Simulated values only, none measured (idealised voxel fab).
Module name: voxel transistor to metal (process module)
Square cells of 5 nm make up the cross-section cut, whose width is 145 nm.
Just so we're on the same page, the cross-sections are grids of square cells, and they're listed out in bands top to bottom, each band one or more rows deep.
It is stipulated that each band's entry specify, in nanometres, the height of the top of the band and then that of its bottom, followed by the materials of the band in left-to-right sequence, each together with its width in nanometres. A single material marked by the word "throughout" is understood to fill the band from edge to edge; the word "blank" is understood to denote empty space.
For the purposes of this specification, 0 denotes the height below which the wafer in its as-received condition is composed wholly of one material, and the lowermost band, lacking a lower limit, extends downward without end, as expressed in "0 and below".
Graded width ("30 to 40"): value in top row of band = first number; value in bottom row = second number; row-to-row change constant.
When a step is marked "all unchanged", none of the cells in the cross-section changed during that step.
Reported under the label "Sealed cavities" are the empty spaces having no open way to the top and comprising 8 cells or more; the notation for each is width x height at distance, in which the distance is measured from the left edge and all three values are in nm.
after a step's settings: what the simulator itself notes on the step
A step's line can hold "overlay nm"; with a mask on that step, the setting says how far right of the planned place the mask lay, while a negative setting says it lay to the left.
Below you will find pairs of cross-sections. In each, one shows the wafer before one process step and the other after it, with the after view ending at the lowest band that changed. Under each pair is the step separating them, along with its settings. Do not assume the pairs form a chain: they can come from different runs of this module on the same starting wafer, and a pair continues from the pair above it only when its "Pre-step" entry says so.

# Pre-step
- 125 down to 110 = aC (30)  blank (15)  aC (55)  blank (15)  aC (30)
- 110 down to 105 = SiCN throughout
- 105 down to 70 = lowk throughout
- 70 down to 50 = SiO2 (30)  TiN (5)  W (5)  TiN (5)  SiO2 (55)  TiN (5)  W (5)  TiN (5)  SiO2 (30)
- 50 down to 45 = SiN (30)  TiN (15)  SiN (55)  TiN (15)  SiN (30)
- 45 down to 35 = SiO2 (30)  TiN (5)  W (20)  TiN (5)  SiO2 (25)  TiN (5)  W (20)  TiN (5)  SiO2 (30)
- 35 down to 30 = SiO2 (30)  TiN (5)  W (15)  TiN (10)  SiO2 (25)  TiN (10)  W (15)  TiN (5)  SiO2 (30)
- 30 down to 20 = SiO2 (30)  TiN (5)  W (15)  TiN (5)  SiN (5)  SiO2 (5)  SiCN (15)  SiO2 (5)  SiN (5)  TiN (5)  W (15)  TiN (5)  SiO2 (30)
- 20 down to 15 = SiO2 (30)  TiN (5)  W (15)  TiN (5)  SiN (5)  SiO2 (5)  polySi (15)  SiO2 (5)  SiN (5)  TiN (5)  W (15)  TiN (5)  SiO2 (30)
- 15 down to 10 = SiO2 (30)  TiN (25)  SiN (5)  SiO2 (5)  polySi (15)  SiO2 (5)  SiN (5)  TiN (25)  SiO2 (30)
- 10 down to 5 = SiO2 (20)  SiGe (35)  SiN (5)  SiO2 (5)  polySi (15)  SiO2 (5)  SiN (5)  SiGe (35)  SiO2 (20)
- 5 down to 0 = SiO2 (20)  SiN (5)  SiGe (30)  SiN (5)  SiO2 (5)  polySi (15)  SiO2 (5)  SiN (5)  SiGe (30)  SiN (5)  SiO2 (20)
- 0 down to -5 = SiO2 (25)  SiGe (30)  SiO2 (35)  SiGe (30)  SiO2 (25)
- -5 down to -15 = SiO2 (20)  Si (5)  SiGe (30)  Si (35)  SiGe (30)  Si (5)  SiO2 (20)
- -15 down to -30 = SiO2 (20)  Si (105)  SiO2 (20)
- -30 and below = Si throughout
- Sealed cavities: none

# Post-Step Appearance
- 125 down to 110 = aC (30)  blank (15)  aC (55)  blank (15)  aC (30)
- 110 down to 105 = SiCN (30)  blank (15)  SiCN (55)  blank (15)  SiCN (30)
- No changes below 105.
- Sealed cavities: none
Quick note on the step between the two cross-sections above: DIRECTIONAL_ETCH, etch materials SiCN, depth nm 5

Pre-step: starting point is the after cross-section of the pair just above.

# Post-Step Appearance
- 110 down to 105 = SiCN (30)  blank (15)  SiCN (55)  blank (15)  SiCN (30)
- No changes below 105.
- Sealed cavities: none
Quick note on the step between the two cross-sections above: STRIP, etch materials aC

Pre-step: starting point is the after cross-section of the pair just above.

# Post-Step Appearance
- 115 down to 110 = TiN (35)  blank (5)  TiN (65)  blank (5)  TiN (35)
- 110 down to 105 = SiCN (30)  TiN (15)  SiCN (55)  TiN (15)  SiCN (30)
- No changes below 105.
- Sealed cavities: none
Quick note on the step between the two cross-sections above: CONFORMAL_DEP, material TiN, thk nm 5

Pre-step: starting point is the after cross-section of the pair just above.

# Post-Step Appearance
- 125 down to 115 = Ru throughout
- 115 down to 110 = TiN (35)  Ru (5)  TiN (65)  Ru (5)  TiN (35)
- No changes below 110.
- Sealed cavities: none
Quick note on the step between the two cross-sections above: FILL_DEP, material Ru, thk nm 10

Pre-step: starting point is the after cross-section of the pair just above.

# Post-Step Appearance
- 110 down to 105 = SiCN (30)  TiN (15)  SiCN (55)  TiN (15)  SiCN (30)
- No changes below 105.
- Sealed cavities: none
Quick note on the step between the two cross-sections above: CMP, height nm 110

Pre-step: starting point is the after cross-section of the pair just above.

# Post-Step Appearance
- 115 down to 110 = SiN throughout
- No changes below 110.
- Sealed cavities: none
Quick note on the step between the two cross-sections above: CONFORMAL_DEP, material SiN, thk nm 5

# Pre-step
- 35 down to 30 = blank (55)  SiN (35)  blank (55)
- 30 down to 20 = blank (55)  SiN (5)  SiO2 (5)  SiCN (15)  SiO2 (5)  SiN (5)  blank (55)
- 20 down to 10 = blank (55)  SiN (5)  SiO2 (5)  polySi (15)  SiO2 (5)  SiN (5)  blank (55)
- 10 down to 5 = SiN (25)  blank (30)  SiN (5)  SiO2 (5)  polySi (15)  SiO2 (5)  SiN (5)  blank (30)  SiN (25)
- 5 down to 0 = SiO2 (20)  SiN (40)  SiO2 (5)  polySi (15)  SiO2 (5)  SiN (40)  SiO2 (20)
- 0 down to -5 = SiO2 throughout
- -5 down to -30 = SiO2 (20)  Si (105)  SiO2 (20)
- -30 and below = Si throughout
- Sealed cavities: none

# Post-Step Appearance
- 30 down to 20 = blank (60)  SiO2 (5)  SiCN (15)  SiO2 (5)  blank (60)
- 20 down to 5 = blank (55)  SiN (5)  SiO2 (5)  polySi (15)  SiO2 (5)  SiN (5)  blank (55)
- 5 down to 0 = SiO2 (20)  blank (35)  SiN (5)  SiO2 (5)  polySi (15)  SiO2 (5)  SiN (5)  blank (35)  SiO2 (20)
- No changes below 0.
- Sealed cavities: none
Quick note on the step between the two cross-sections above: DIRECTIONAL_ETCH, etch materials SiN, depth nm 15

Pre-step: starting point is the after cross-section of the pair just above.

# Post-Step Appearance
- 30 down to 25 = blank (65)  SiCN (15)  blank (65)
- 25 down to 20 = blank (60)  SiO2 (5)  SiCN (15)  SiO2 (5)  blank (60)
- 20 down to 0 = blank (55)  SiN (5)  SiO2 (5)  polySi (15)  SiO2 (5)  SiN (5)  blank (55)
- 0 down to -5 = SiO2 (20)  blank (35)  SiO2 (35)  blank (35)  SiO2 (20)
- No changes below -5.
- Sealed cavities: none
Quick note on the step between the two cross-sections above: DIRECTIONAL_ETCH, etch materials SiO2, depth nm 5

Pre-step: starting point is the after cross-section of the pair just above.

# Post-Step Appearance
- 30 down to 25 = blank (65)  SiCN (15)  blank (65)
- 25 down to 20 = blank (60)  SiO2 (5)  SiCN (15)  SiO2 (5)  blank (60)
- 20 down to 0 = blank (55)  SiN (5)  SiO2 (5)  polySi (15)  SiO2 (5)  SiN (5)  blank (55)
- 0 down to -5 = SiO2 (20)  blank (35)  SiO2 (35)  blank (35)  SiO2 (20)
- -5 down to -15 = SiO2 (20)  blank (35)  Si (35)  blank (35)  SiO2 (20)
- No changes below -15.
- Sealed cavities: none
Quick note on the step between the two cross-sections above: DIRECTIONAL_ETCH, etch materials Si, depth nm 10

Pre-step: starting point is the after cross-section of the pair just above.

# Post-Step Appearance
- 30 down to 25 = blank (65)  SiCN (15)  blank (65)
- 25 down to 20 = blank (60)  SiO2 (5)  SiCN (15)  SiO2 (5)  blank (60)
- 20 down to 10 = blank (55)  SiN (5)  SiO2 (5)  polySi (15)  SiO2 (5)  SiN (5)  blank (55)
- 10 down to 0 = blank (40)  SiGe (15)  SiN (5)  SiO2 (5)  polySi (15)  SiO2 (5)  SiN (5)  SiGe (15)  blank (40)
- 0 down to -5 = SiO2 (20)  SiGe (35)  SiO2 (35)  SiGe (35)  SiO2 (20)
- -5 down to -15 = SiO2 (20)  SiGe (35)  Si (35)  SiGe (35)  SiO2 (20)
- No changes below -15.
- Sealed cavities: none
Quick note on the step between the two cross-sections above: EPI, material SiGe, thk nm 15

Pre-step: starting point is the after cross-section of the pair just above.

# Post-Step Appearance
- 40 down to 30 = SiO2 throughout
- 30 down to 20 = SiO2 (65)  SiCN (15)  SiO2 (65)
- 20 down to 10 = SiO2 (55)  SiN (5)  SiO2 (5)  polySi (15)  SiO2 (5)  SiN (5)  SiO2 (55)
- 10 down to 0 = SiO2 (40)  SiGe (15)  SiN (5)  SiO2 (5)  polySi (15)  SiO2 (5)  SiN (5)  SiGe (15)  SiO2 (40)
- No changes below 0.
- Sealed cavities: none
Quick note on the step between the two cross-sections above: FILL_DEP, material SiO2, thk nm 10

Pre-step: starting point is the after cross-section of the pair just above.

# Post-Step Appearance
- 30 down to 20 = SiO2 (65)  SiCN (15)  SiO2 (65)
- No changes below 20.
- Sealed cavities: none
Quick note on the step between the two cross-sections above: CMP, height nm 30

Pre-step: starting point is the after cross-section of the pair just above.

# Post-Step Appearance
- 45 down to 30 = SiO2 throughout
- No changes below 30.
- Sealed cavities: none
Quick note on the step between the two cross-sections above: DIRECTIONAL_DEP, material SiO2, thk nm 15

Pre-step: starting point is the after cross-section of the pair just above.

# Post-Step Appearance
- 45 down to 30 = SiO2 (30)  blank (30)  SiO2 (25)  blank (30)  SiO2 (30)
- 30 down to 20 = SiO2 (30)  blank (30)  SiO2 (5)  SiCN (15)  SiO2 (5)  blank (30)  SiO2 (30)
- 20 down to 10 = SiO2 (30)  blank (25)  SiN (5)  SiO2 (5)  polySi (15)  SiO2 (5)  SiN (5)  blank (25)  SiO2 (30)
- No changes below 10.
- Sealed cavities: none
Quick note on the step between the two cross-sections above: MASKED_ETCH, tone open, mask id CONTACT, width nm 30, pitch nm 55, etch materials SiO2, depth nm 35, overlay nm 0

Pre-step: starting point is the after cross-section of the pair just above.

# Post-Step Appearance
- 50 down to 45 = TiN (35)  blank (20)  TiN (35)  blank (20)  TiN (35)
- 45 down to 30 = SiO2 (30)  TiN (5)  blank (20)  TiN (5)  SiO2 (25)  TiN (5)  blank (20)  TiN (5)  SiO2 (30)
- 30 down to 20 = SiO2 (30)  TiN (5)  blank (20 to 15)  TiN (5 to 10)  SiO2 (5)  SiCN (15)  SiO2 (5)  TiN (5 to 10)  blank (20 to 15)  TiN (5)  SiO2 (30)
- 20 down to 15 = SiO2 (30)  TiN (5)  blank (15)  TiN (5)  SiN (5)  SiO2 (5)  polySi (15)  SiO2 (5)  SiN (5)  TiN (5)  blank (15)  TiN (5)  SiO2 (30)
- 15 down to 10 = SiO2 (30)  TiN (25)  SiN (5)  SiO2 (5)  polySi (15)  SiO2 (5)  SiN (5)  TiN (25)  SiO2 (30)
- No changes below 10.
- Sealed cavities: none
Quick note on the step between the two cross-sections above: CONFORMAL_DEP, material TiN, thk nm 5

Pre-step: starting point is the after cross-section of the pair just above.

# Post-Step Appearance
- 55 down to 50 = W throughout
- 50 down to 45 = TiN (35)  W (20)  TiN (35)  W (20)  TiN (35)
- 45 down to 30 = SiO2 (30)  TiN (5)  W (20)  TiN (5)  SiO2 (25)  TiN (5)  W (20)  TiN (5)  SiO2 (30)
- 30 down to 20 = SiO2 (30)  TiN (5)  W (20 to 15)  TiN (5 to 10)  SiO2 (5)  SiCN (15)  SiO2 (5)  TiN (5 to 10)  W (20 to 15)  TiN (5)  SiO2 (30)
- 20 down to 15 = SiO2 (30)  TiN (5)  W (15)  TiN (5)  SiN (5)  SiO2 (5)  polySi (15)  SiO2 (5)  SiN (5)  TiN (5)  W (15)  TiN (5)  SiO2 (30)
- No changes below 15.
- Sealed cavities: none
Quick note on the step between the two cross-sections above: FILL_DEP, material W, thk nm 5

Pre-step: starting point is the after cross-section of the pair just above.

# Post-Step Appearance
- 45 down to 30 = SiO2 (30)  TiN (5)  W (20)  TiN (5)  SiO2 (25)  TiN (5)  W (20)  TiN (5)  SiO2 (30)
- No changes below 30.
- Sealed cavities: none
Quick note on the step between the two cross-sections above: CMP, height nm 45

Pre-step: starting point is the after cross-section of the pair just above.

# Post-Step Appearance
- 50 down to 45 = SiN throughout
- No changes below 45.
- Sealed cavities: none
Quick note on the step between the two cross-sections above: CONFORMAL_DEP, material SiN, thk nm 5

Pre-step: starting point is the after cross-section of the pair just above.

# Post-Step Appearance
- 70 down to 50 = SiO2 throughout
- No changes below 50.
- Sealed cavities: none
Quick note on the step between the two cross-sections above: DIRECTIONAL_DEP, material SiO2, thk nm 20

Pre-step: starting point is the after cross-section of the pair just above.

# Post-Step Appearance
- 80 down to 70 = aC throughout
- No changes below 70.
- Sealed cavities: none
Quick note on the step between the two cross-sections above: DIRECTIONAL_DEP, material aC, thk nm 10

Pre-step: starting point is the after cross-section of the pair just above.

# Post-Step Appearance
- 110 down to 80 = resist (30)  blank (15)  resist (55)  blank (15)  resist (30)
- No changes below 80.
- Sealed cavities: none
Quick note on the step between the two cross-sections above: PATTERN, tone open, mask id METAL_1, material resist, width nm 15, pitch nm 70, thk nm 30, overlay nm 0

Pre-step: starting point is the after cross-section of the pair just above.

# Post-Step Appearance
- 100 down to 80 = resist (30)  blank (15)  resist (55)  blank (15)  resist (30)
- 80 down to 70 = aC (30)  blank (15)  aC (55)  blank (15)  aC (30)
- No changes below 70.
- Sealed cavities: none
Quick note on the step between the two cross-sections above: DIRECTIONAL_ETCH, etch materials aC, depth nm 10

Pre-step: starting point is the after cross-section of the pair just above.

# Post-Step Appearance
- 80 down to 70 = aC (30)  blank (15)  aC (55)  blank (15)  aC (30)
- No changes below 70.
- Sealed cavities: none
Quick note on the step between the two cross-sections above: STRIP, etch materials resist

Pre-step: starting point is the after cross-section of the pair just above.

# Post-Step Appearance
- 80 down to 70 = aC (30)  blank (15)  aC (55)  blank (15)  aC (30)
- 70 down to 50 = SiO2 (30)  blank (15)  SiO2 (55)  blank (15)  SiO2 (30)
- No changes below 50.
- Sealed cavities: none
Quick note on the step between the two cross-sections above: DIRECTIONAL_ETCH, etch materials SiO2, depth nm 20

Pre-step: starting point is the after cross-section of the pair just above.

# Post-Step Appearance
- 80 down to 70 = aC (30)  blank (15)  aC (55)  blank (15)  aC (30)
- 70 down to 50 = SiO2 (30)  blank (15)  SiO2 (55)  blank (15)  SiO2 (30)
- 50 down to 45 = SiN (30)  blank (15)  SiN (55)  blank (15)  SiN (30)
- No changes below 45.
- Sealed cavities: none
Quick note on the step between the two cross-sections above: DIRECTIONAL_ETCH, etch materials SiN, depth nm 5

Pre-step: starting point is the after cross-section of the pair just above.

# Post-Step Appearance
- 70 down to 50 = SiO2 (30)  blank (15)  SiO2 (55)  blank (15)  SiO2 (30)
- No changes below 50.
- Sealed cavities: none
Quick note on the step between the two cross-sections above: STRIP, etch materials aC

Pre-step: starting point is the after cross-section of the pair just above.

# Post-Step Appearance
- 75 down to 70 = TiN (35)  blank (5)  TiN (65)  blank (5)  TiN (35)
- 70 down to 50 = SiO2 (30)  TiN (5)  blank (5)  TiN (5)  SiO2 (55)  TiN (5)  blank (5)  TiN (5)  SiO2 (30)
- 50 down to 45 = SiN (30)  TiN (15)  SiN (55)  TiN (15)  SiN (30)
- No changes below 45.
- Sealed cavities: none
Quick note on the step between the two cross-sections above: CONFORMAL_DEP, material TiN, thk nm 5

Pre-step: starting point is the after cross-section of the pair just above.

# Post-Step Appearance
- 85 down to 75 = W throughout
- 75 down to 70 = TiN (35)  W (5)  TiN (65)  W (5)  TiN (35)
- 70 down to 50 = SiO2 (30)  TiN (5)  W (5)  TiN (5)  SiO2 (55)  TiN (5)  W (5)  TiN (5)  SiO2 (30)
- No changes below 50.
- Sealed cavities: none
Quick note on the step between the two cross-sections above: FILL_DEP, material W, thk nm 10

Pre-step: starting point is the after cross-section of the pair just above.

# Post-Step Appearance
- 70 down to 50 = SiO2 (30)  TiN (5)  W (5)  TiN (5)  SiO2 (55)  TiN (5)  W (5)  TiN (5)  SiO2 (30)
- No changes below 50.
- Sealed cavities: none
Quick note on the step between the two cross-sections above: CMP, height nm 70

Pre-step: starting point is the after cross-section of the pair just above.

# Post-Step Appearance
- 75 down to 70 = SiCN throughout
- No changes below 70.
- Sealed cavities: none
Quick note on the step between the two cross-sections above: CONFORMAL_DEP, material SiCN, thk nm 5

Pre-step: starting point is the after cross-section of the pair just above.

# Post-Step Appearance
- 110 down to 75 = lowk throughout
- No changes below 75.
- Sealed cavities: none
Quick note on the step between the two cross-sections above: DIRECTIONAL_DEP, material lowk, thk nm 35

Pre-step: starting point is the after cross-section of the pair just above.

# Post-Step Appearance
- 110 down to 90 = lowk (30)  blank (15)  lowk (55)  blank (15)  lowk (30)
- No changes below 90.
- Sealed cavities: none
Quick note on the step between the two cross-sections above: MASKED_ETCH, tone open, mask id METAL_2, width nm 15, pitch nm 70, etch materials lowk, depth nm 20, overlay nm 0

Pre-step: starting point is the after cross-section of the pair just above.

# Post-Step Appearance
- 125 down to 110 = aC (30)  blank (15)  aC (55)  blank (15)  aC (30)
- 110 down to 105 = lowk (30)  blank (15)  lowk (55)  blank (15)  lowk (30)
- 105 down to 90 = lowk (30)  aC (15)  lowk (55)  aC (15)  lowk (30)
- No changes below 90.
- Sealed cavities: none
Quick note on the step between the two cross-sections above: DIRECTIONAL_DEP, material aC, thk nm 15

Pre-step: starting point is the after cross-section of the pair just above.

# Post-Step Appearance
- 155 down to 125 = resist (30)  blank (15)  resist (55)  blank (15)  resist (30)
- No changes below 125.
- Sealed cavities: none
Quick note on the step between the two cross-sections above: PATTERN, tone open, mask id METAL_2_HOLES, material resist, width nm 15, pitch nm 70, thk nm 30, overlay nm 0

Pre-step: starting point is the after cross-section of the pair just above.

# Post-Step Appearance
- 140 down to 125 = resist (30)  blank (15)  resist (55)  blank (15)  resist (30)
- 125 down to 110 = aC (30)  blank (15)  aC (55)  blank (15)  aC (30)
- 110 down to 90 = lowk (30)  blank (15)  lowk (55)  blank (15)  lowk (30)
- No changes below 90.
- Sealed cavities: none
Quick note on the step between the two cross-sections above: DIRECTIONAL_ETCH, etch materials aC, depth nm 15

Pre-step: starting point is the after cross-section of the pair just above.

# Post-Step Appearance
- 125 down to 110 = aC (30)  blank (15)  aC (55)  blank (15)  aC (30)
- No changes below 110.
- Sealed cavities: none
Quick note on the step between the two cross-sections above: STRIP, etch materials resist

Pre-step: starting point is the after cross-section of the pair just above.

# Post-Step Appearance
- 125 down to 110 = aC (30)  blank (15)  aC (55)  blank (15)  aC (30)
- 110 down to 75 = lowk (30)  blank (15)  lowk (55)  blank (15)  lowk (30)
- No changes below 75.
- Sealed cavities: none
Quick note on the step between the two cross-sections above: DIRECTIONAL_ETCH, etch materials lowk, depth nm 15

Pre-step: starting point is the after cross-section of the pair just above.

# Post-Step Appearance
- 125 down to 110 = aC (30)  blank (15)  aC (55)  blank (15)  aC (30)
- 110 down to 75 = lowk (30)  blank (15)  lowk (55)  blank (15)  lowk (30)
- 75 down to 70 = SiCN (30)  blank (15)  SiCN (55)  blank (15)  SiCN (30)
- No changes below 70.
- Sealed cavities: none
Quick note on the step between the two cross-sections above: DIRECTIONAL_ETCH, etch materials SiCN, depth nm 5

Pre-step: starting point is the after cross-section of the pair just above.

# Post-Step Appearance
- 110 down to 75 = lowk (30)  blank (15)  lowk (55)  blank (15)  lowk (30)
- No changes below 75.
- Sealed cavities: none
Quick note on the step between the two cross-sections above: STRIP, etch materials aC

Pre-step: starting point is the after cross-section of the pair just above.

# Post-Step Appearance
- 115 down to 110 = TiN (35)  blank (5)  TiN (65)  blank (5)  TiN (35)
- 110 down to 75 = lowk (30)  TiN (5)  blank (5)  TiN (5)  lowk (55)  TiN (5)  blank (5)  TiN (5)  lowk (30)
- 75 down to 70 = SiCN (30)  TiN (15)  SiCN (55)  TiN (15)  SiCN (30)
- No changes below 70.
- Sealed cavities: none
Quick note on the step between the two cross-sections above: CONFORMAL_DEP, material TiN, thk nm 5

Pre-step: starting point is the after cross-section of the pair just above.

# Post-Step Appearance
- 125 down to 115 = Ru throughout
- 115 down to 110 = TiN (35)  Ru (5)  TiN (65)  Ru (5)  TiN (35)
- 110 down to 75 = lowk (30)  TiN (5)  Ru (5)  TiN (5)  lowk (55)  TiN (5)  Ru (5)  TiN (5)  lowk (30)
- No changes below 75.
- Sealed cavities: none
Quick note on the step between the two cross-sections above: FILL_DEP, material Ru, thk nm 10

Pre-step: starting point is the after cross-section of the pair just above.

# Post-Step Appearance
- 110 down to 75 = lowk (30)  TiN (5)  Ru (5)  TiN (5)  lowk (55)  TiN (5)  Ru (5)  TiN (5)  lowk (30)
- No changes below 75.
- Sealed cavities: none
Quick note on the step between the two cross-sections above: CMP, height nm 110

Pre-step: starting point is the after cross-section of the pair just above.

# Post-Step Appearance
- 115 down to 110 = SiN throughout
- No changes below 110.
- Sealed cavities: none
Quick note on the step between the two cross-sections above: CONFORMAL_DEP, material SiN, thk nm 5

# Pre-step
- 20 down to 5 = SiN throughout
- 5 down to 0 = SiO2 throughout
- 0 and below = Si throughout
- Sealed cavities: none

# Post-Step Appearance
- 20 down to 5 = blank (20)  SiN (110)  blank (15)
- No changes below 5.
- Sealed cavities: none
Quick note on the step between the two cross-sections above: MASKED_ETCH, tone cover, mask id ACTIVE, width nm 110, etch materials SiN, depth nm 15, overlay nm 0

Pre-step: starting point is the after cross-section of the pair just above.

# Post-Step Appearance
- 20 down to 5 = blank (20)  SiN (110)  blank (15)
- 5 down to 0 = blank (20)  SiO2 (110)  blank (15)
- No changes below 0.
- Sealed cavities: none
Quick note on the step between the two cross-sections above: MASKED_ETCH, tone cover, mask id ACTIVE, width nm 105, etch materials SiO2, depth nm 5, overlay nm 0

Pre-step: starting point is the after cross-section of the pair just above.

# Post-Step Appearance
- 20 down to 5 = blank (20)  SiN (110)  blank (15)
- 5 down to 0 = blank (20)  SiO2 (110)  blank (15)
- 0 down to -30 = blank (20)  Si (110)  blank (15)
- No changes below -30.
- Sealed cavities: none
Quick note on the step between the two cross-sections above: MASKED_ETCH, tone cover, mask id ACTIVE, width nm 105, etch materials Si, depth nm 30, overlay nm 0

Pre-step: starting point is the after cross-section of the pair just above.

# Post-Step Appearance
- 35 down to 20 = SiO2 throughout
- 20 down to 5 = SiO2 (20)  SiN (110)  SiO2 (15)
- 5 down to 0 = SiO2 throughout
- 0 down to -30 = SiO2 (20)  Si (110)  SiO2 (15)
- No changes below -30.
- Sealed cavities: none
Quick note on the step between the two cross-sections above: FILL_DEP, material SiO2, thk nm 15

Pre-step: starting point is the after cross-section of the pair just above.

# Post-Step Appearance
- 20 down to 5 = SiO2 (20)  SiN (110)  SiO2 (15)
- No changes below 5.
- Sealed cavities: none
Quick note on the step between the two cross-sections above: CMP, height nm 20

Pre-step: starting point is the after cross-section of the pair just above.

# Post-Step Appearance
- 20 down to 10 = blank (20)  SiN (110)  blank (15)
- No changes below 10.
- Sealed cavities: none
Quick note on the step between the two cross-sections above: SELECTIVE_ETCH, etch materials SiO2, depth nm 10

Pre-step: starting point is the after cross-section of the pair just above.

# Post-Step Appearance
- 10 down to 5 = SiO2 (20)  blank (110)  SiO2 (15)
- No changes below 5.
- Sealed cavities: none
Quick note on the step between the two cross-sections above: STRIP, etch materials SiN

Pre-step: starting point is the after cross-section of the pair just above.

# Post-Step Appearance
- 5 down to 0 = SiO2 (15)  blank (120)  SiO2 (10)
- No changes below 0.
- Sealed cavities: none
Quick note on the step between the two cross-sections above: SELECTIVE_ETCH, etch materials SiO2, depth nm 5

Pre-step: starting point is the after cross-section of the pair just above.

# Post-Step Appearance
- 5 down to 0 = SiO2 (15)  blank (120)  SiO2 (10)
- 0 down to -5 = SiO2 throughout
- No changes below -5.
- Sealed cavities: none
Quick note on the step between the two cross-sections above: OXIDIZE, depth nm 5

Pre-step: starting point is the after cross-section of the pair just above.

# Post-Step Appearance
- 25 down to 20 = polySi (15)  blank (120)  polySi (10)
- 20 down to 5 = polySi throughout
- 5 down to 0 = SiO2 (15)  polySi (120)  SiO2 (10)
- No changes below 0.
- Sealed cavities: none
Quick note on the step between the two cross-sections above: DIRECTIONAL_DEP, material polySi, thk nm 20

Pre-step: starting point is the after cross-section of the pair just above.

# Post-Step Appearance
- 35 down to 30 = SiCN (15)  blank (120)  SiCN (10)
- 30 down to 25 = SiCN throughout
- 25 down to 20 = polySi (15)  SiCN (120)  polySi (10)
- No changes below 20.
- Sealed cavities: none
Quick note on the step between the two cross-sections above: DIRECTIONAL_DEP, material SiCN, thk nm 10

Pre-step: starting point is the after cross-section of the pair just above.

# Post-Step Appearance
- 30 down to 25 = blank (65)  SiCN (15)  blank (65)
- 25 down to 20 = polySi (15)  blank (50)  SiCN (15)  blank (55)  polySi (10)
- No changes below 20.
- Sealed cavities: none
Quick note on the step between the two cross-sections above: MASKED_ETCH, tone cover, mask id GATE, width nm 15, etch materials SiCN, depth nm 20, overlay nm 0

Pre-step: starting point is the after cross-section of the pair just above.

# Post-Step Appearance
- 30 down to 20 = blank (65)  SiCN (15)  blank (65)
- 20 down to 5 = blank (65)  polySi (15)  blank (65)
- 5 down to 0 = SiO2 (15)  blank (50)  polySi (15)  blank (55)  SiO2 (10)
- No changes below 0.
- Sealed cavities: none
Quick note on the step between the two cross-sections above: MASKED_ETCH, tone cover, mask id GATE, width nm 15, etch materials polySi, depth nm 30, overlay nm 0

Pre-step: starting point is the after cross-section of the pair just above.

# Post-Step Appearance
- 35 down to 30 = blank (60)  SiO2 (25)  blank (60)
- 30 down to 20 = blank (60)  SiO2 (5)  SiCN (15)  SiO2 (5)  blank (60)
- 20 down to 10 = blank (60)  SiO2 (5)  polySi (15)  SiO2 (5)  blank (60)
- 10 down to 5 = SiO2 (20)  blank (40)  SiO2 (5)  polySi (15)  SiO2 (5)  blank (45)  SiO2 (15)
- 5 down to 0 = SiO2 (65)  polySi (15)  SiO2 (65)
- No changes below 0.
- Sealed cavities: none
Quick note on the step between the two cross-sections above: CONFORMAL_DEP, material SiO2, thk nm 5

Pre-step: starting point is the after cross-section of the pair just above.

# Post-Step Appearance
- 30 down to 20 = blank (60)  SiO2 (5)  SiCN (15)  SiO2 (5)  blank (60)
- 20 down to 5 = blank (60)  SiO2 (5)  polySi (15)  SiO2 (5)  blank (60)
- 5 down to 0 = SiO2 (20)  blank (40)  SiO2 (5)  polySi (15)  SiO2 (5)  blank (45)  SiO2 (15)
- No changes below 0.
- Sealed cavities: none
Quick note on the step between the two cross-sections above: DIRECTIONAL_ETCH, etch materials SiO2, depth nm 5

Pre-step: starting point is the after cross-section of the pair just above.

# Post-Step Appearance
- 35 down to 30 = blank (55)  SiN (35)  blank (55)
- 30 down to 20 = blank (55)  SiN (5)  SiO2 (5)  SiCN (15)  SiO2 (5)  SiN (5)  blank (55)
- 20 down to 10 = blank (55)  SiN (5)  SiO2 (5)  polySi (15)  SiO2 (5)  SiN (5)  blank (55)
- 10 down to 5 = SiN (25)  blank (30)  SiN (5)  SiO2 (5)  polySi (15)  SiO2 (5)  SiN (5)  blank (35)  SiN (20)
- 5 down to 0 = SiO2 (20)  SiN (40)  SiO2 (5)  polySi (15)  SiO2 (5)  SiN (45)  SiO2 (15)
- No changes below 0.
- Sealed cavities: none
Quick note on the step between the two cross-sections above: CONFORMAL_DEP, material SiN, thk nm 5

Pre-step: starting point is the after cross-section of the pair just above.

# Post-Step Appearance
- 30 down to 20 = blank (55)  SiN (5)  SiO2 (5)  SiCN (15)  SiO2 (5)  SiN (5)  blank (55)
- 20 down to 5 = blank (55)  SiN (5)  SiO2 (5)  polySi (15)  SiO2 (5)  SiN (5)  blank (55)
- 5 down to 0 = SiO2 (20)  SiN (5)  blank (30)  SiN (5)  SiO2 (5)  polySi (15)  SiO2 (5)  SiN (5)  blank (35)  SiN (5)  SiO2 (15)
- No changes below 0.
- Sealed cavities: none
Quick note on the step between the two cross-sections above: DIRECTIONAL_ETCH, etch materials SiN, depth nm 5

Pre-step: starting point is the after cross-section of the pair just above.

# Post-Step Appearance
- 30 down to 25 = blank (55)  SiN (5)  blank (5)  SiCN (15)  blank (5)  SiN (5)  blank (55)
- 25 down to 20 = blank (55)  SiN (5)  SiO2 (5)  SiCN (15)  SiO2 (5)  SiN (5)  blank (55)
- 20 down to 5 = blank (55)  SiN (5)  SiO2 (5)  polySi (15)  SiO2 (5)  SiN (5)  blank (55)
- 5 down to 0 = blank (20)  SiN (5)  blank (30)  SiN (5)  SiO2 (5)  polySi (15)  SiO2 (5)  SiN (5)  blank (35)  SiN (5)  blank (15)
- 0 down to -5 = SiO2 (25)  blank (30)  SiO2 (35)  blank (35)  SiO2 (20)
- No changes below -5.
- Sealed cavities: none
Quick note on the step between the two cross-sections above: DIRECTIONAL_ETCH, etch materials SiO2, depth nm 5

Pre-step: starting point is the after cross-section of the pair just above.

# Post-Step Appearance
- 30 down to 25 = blank (55)  SiN (5)  blank (5)  SiCN (15)  blank (5)  SiN (5)  blank (55)
- 25 down to 20 = blank (55)  SiN (5)  SiO2 (5)  SiCN (15)  SiO2 (5)  SiN (5)  blank (55)
- 20 down to 5 = blank (55)  SiN (5)  SiO2 (5)  polySi (15)  SiO2 (5)  SiN (5)  blank (55)
- 5 down to 0 = blank (20)  SiN (5)  blank (30)  SiN (5)  SiO2 (5)  polySi (15)  SiO2 (5)  SiN (5)  blank (35)  SiN (5)  blank (15)
- 0 down to -5 = SiO2 (25)  blank (30)  SiO2 (35)  blank (35)  SiO2 (20)
- -5 down to -15 = SiO2 (20)  Si (5)  blank (30)  Si (35)  blank (35)  Si (5)  SiO2 (15)
- No changes below -15.
- Sealed cavities: none
Quick note on the step between the two cross-sections above: DIRECTIONAL_ETCH, etch materials Si, depth nm 10
